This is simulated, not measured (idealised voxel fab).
Title: Process Module voxel self aligned vias
Each square cell in cross-section cut measures 5 nm, and the section as a whole is 190 nm wide.
A cross-section is a grid of square cells, given in bands from the top down. A band is one or more rows of cells.
Within each band entry, the heights of the top and of the bottom of the band appear first, in that order and in nm; the materials of the band then follow from left to right, each with its corresponding width in nm. The designation "everywhere" on a single material indicates that it fills the band from edge to edge; the designation "empty" indicates empty space.
Basically, 0 is our baseline, since under it the wafer straight out of the box is all one material. The bottom band has no lower end and keeps on going down, so it looks like "0 nm and below".
The two numbers in a width such as "30 to 40" mark its ends across the band: the first belongs to the top row of cells, the second to the bottom row, and from each row to the next the width moves by the same amount.
Step note "identical to before" = no cross-section cell changed.
"Sealed void inventory" enumerates empty spaces isolated from the top, with no open way to it, that contain at least 8 cells, giving each as width x height at distance from the left edge, all three in nm.
That trailing text on a step's line, after the settings, is the simulator's own remark on the step.
A step's line can hold "overlay nm"; with a mask on that step, the setting says how far right of the planned place the mask lay, while a negative setting says it lay to the left.
Here's what the planned process steps look like
1. RECEIVE | material Si
2. CONFORMAL_DEP | material SiO2 | thk nm 10
3. CONFORMAL_DEP | material SiCN | thk nm 5
4. DIRECTIONAL_DEP | material SiO2 | thk nm 25
5. PATTERN | tone open | mask id LINES | material resist | width nm 25 | pitch nm 70 | thk nm 15 | overlay nm 0
6. DIRECTIONAL_ETCH | etch materials SiO2 | depth nm 25
7. STRIP | etch materials resist
8. CONFORMAL_DEP | material TiN | thk nm 5
9. FILL_DEP | material W | thk nm 10
10. CMP | height nm 40
11. SELECTIVE_ETCH | etch materials W Ru TiN | depth nm 5
12. FILL_DEP | material SiN | thk nm 5
13. CMP | height nm 40
14. DIRECTIONAL_DEP | material SiO2 | thk nm 20
15. MASKED_ETCH | tone open | mask id VIAS | width nm 45 | etch materials SiO2 | depth nm 20 | overlay nm 0
16. MASKED_ETCH | tone open | mask id VIAS | width nm 45 | etch materials SiN | depth nm 5 | overlay nm 0
17. CONFORMAL_DEP | material TiN | thk nm 5
18. FILL_DEP | material Ru | thk nm 5
19. CMP | height nm 60
20. CONFORMAL_DEP | material SiCN | thk nm 5
Cross-section of the wafer as it came to us, i.e., already through step 1
	0 nm and below | Si everywhere
	Sealed void inventory: none
Figure: cross-sectional view of the wafer upon completion of the module, processed from the initial state and according to the plan depicted above, with one error introduced during execution
	65 nm to 60 nm | SiCN everywhere
	60 nm to 45 nm | 35 of SiO2 | 5 of TiN | 35 of Ru | 5 of TiN | 110 of SiO2
	45 nm to 40 nm | 35 of SiO2 | 15 of TiN | 15 of Ru | 15 of TiN | 110 of SiO2
	40 nm to 35 nm | 45 of SiO2 | 25 of TiN | 45 of SiO2 | 25 of SiN | 50 of SiO2
	35 nm to 20 nm | 45 of SiO2 | 5 of TiN | 15 of W | 5 of TiN | 45 of SiO2 | 5 of TiN | 15 of W | 5 of TiN | 50 of SiO2
	20 nm to 15 nm | 45 of SiO2 | 25 of TiN | 45 of SiO2 | 25 of TiN | 50 of SiO2
	15 nm to 5 nm | SiO2 everywhere
	5 nm to 0 nm | SiCN everywhere
	0 nm and below | Si everywhere
	Sealed void inventory: none
Which mistake was made when the wafer was run? steps 2 and 3 run out of order (swapped)
